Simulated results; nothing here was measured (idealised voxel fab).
process module | voxel self aligned contacts
cross-section cut | 240 nm wide | cells 5 nm
A cross-section is a grid of square cells, given in bands from the top down. A band is one or more rows of cells.
Each band's line starts with the height of the band's top and of its bottom, in nm. Then come its materials from left to right, each with its width in nm. One material with "throughout" fills the band from edge to edge. "air" is empty space.
Height 0 is the level under which the wafer as received is all one material. The lowest band goes on downwards, as in "0 down".
A width such as "30 to 40" changes by the same amount from each row of cells to the next, from the band's top row to its bottom row.
"no change" after a step means that no cell of the cross-section changed.
closed voids: empty space of 8 cells or more with no open way to the top, each as width x height at its distance from the left edge, in nm
after a step's settings: what the simulator itself notes on the step
overlay nm, on a step with a mask: how far to the right of its planned place the mask lay; to the left if negative
plan
1 op RECEIVE | material Si
2 op OXIDIZE | depth nm 5
3 op DIRECTIONAL_DEP | material polySi | thk nm 20
4 op DIRECTIONAL_DEP | material SiN | thk nm 20
5 op PATTERN | tone cover | mask id GATE | material resist | width nm 35 | pitch nm 75 | thk nm 20 | overlay nm 0
6 op DIRECTIONAL_ETCH | etch materials SiN | depth nm 20
7 op DIRECTIONAL_ETCH | etch materials polySi | depth nm 20
8 op STRIP | etch materials resist
9 op CONFORMAL_DEP | material SiN | thk nm 10
10 op DIRECTIONAL_ETCH | etch materials SiN | depth nm 10
11 op FILL_DEP | material SiO2 | thk nm 15
12 op CMP | height nm 45
13 op MASKED_ETCH | tone open | mask id CONTACT | width nm 50 | pitch nm 75 | etch materials SiO2 | depth nm 50 | overlay nm 0
14 op CONFORMAL_DEP | material TiN | thk nm 5
15 op FILL_DEP | material W | thk nm 5
16 op CMP | height nm 45
17 op CONFORMAL_DEP | material SiN | thk nm 5
as received, after step 1
  0 down: Si throughout
  closed voids: none
first wafer at the end, as planned
  50 to 45: SiN throughout
  45 to 40: SiO2 55 | TiN 20 | W 10 | TiN 20 | SiO2 25 | TiN 20 | W 10 | TiN 20 | SiO2 60
  40 to 20: SiO2 15 | SiN 55 | TiN 5 | W 10 | TiN 5 | SiN 55 | TiN 5 | W 10 | TiN 5 | SiN 55 | SiO2 20
  20 to 0: SiO2 15 | SiN 10 | polySi 35 | SiN 10 | TiN 5 | W 10 | TiN 5 | SiN 10 | polySi 35 | SiN 10 | TiN 5 | W 10 | TiN 5 | SiN 10 | polySi 35 | SiN 10 | SiO2 20
  0 to -5: SiO2 70 | TiN 20 | SiO2 55 | TiN 20 | SiO2 75
  -5 down: Si throughout
  closed voids: none
second wafer at the end: like start, like plan, one mistake
  50 to 45: SiN throughout
  45 to 35: SiO2 55 | TiN 5 | W 40 | TiN 5 | SiO2 25 | TiN 5 | W 40 | TiN 5 | SiO2 60
  35 to 30: SiO2 55 | TiN 10 | W 30 | TiN 10 | SiO2 25 | TiN 10 | W 30 | TiN 10 | SiO2 60
  30 to 20: SiO2 25 | SiN 35 | TiN 5 | W 30 | TiN 5 | SiN 35 | TiN 5 | W 30 | TiN 5 | SiN 35 | SiO2 30
  20 to 0: SiO2 25 | polySi 35 | TiN 5 | W 30 | TiN 5 | polySi 35 | TiN 5 | W 30 | TiN 5 | polySi 35 | SiO2 30
  0 to -5: SiO2 60 | TiN 40 | SiO2 35 | TiN 40 | SiO2 65
  -5 down: Si throughout
  closed voids: none
what went wrong: step 9 was left out
at the end the second wafer has, in cells: 138 fewer of SiN | 58 more of SiO2 | 80 more of W
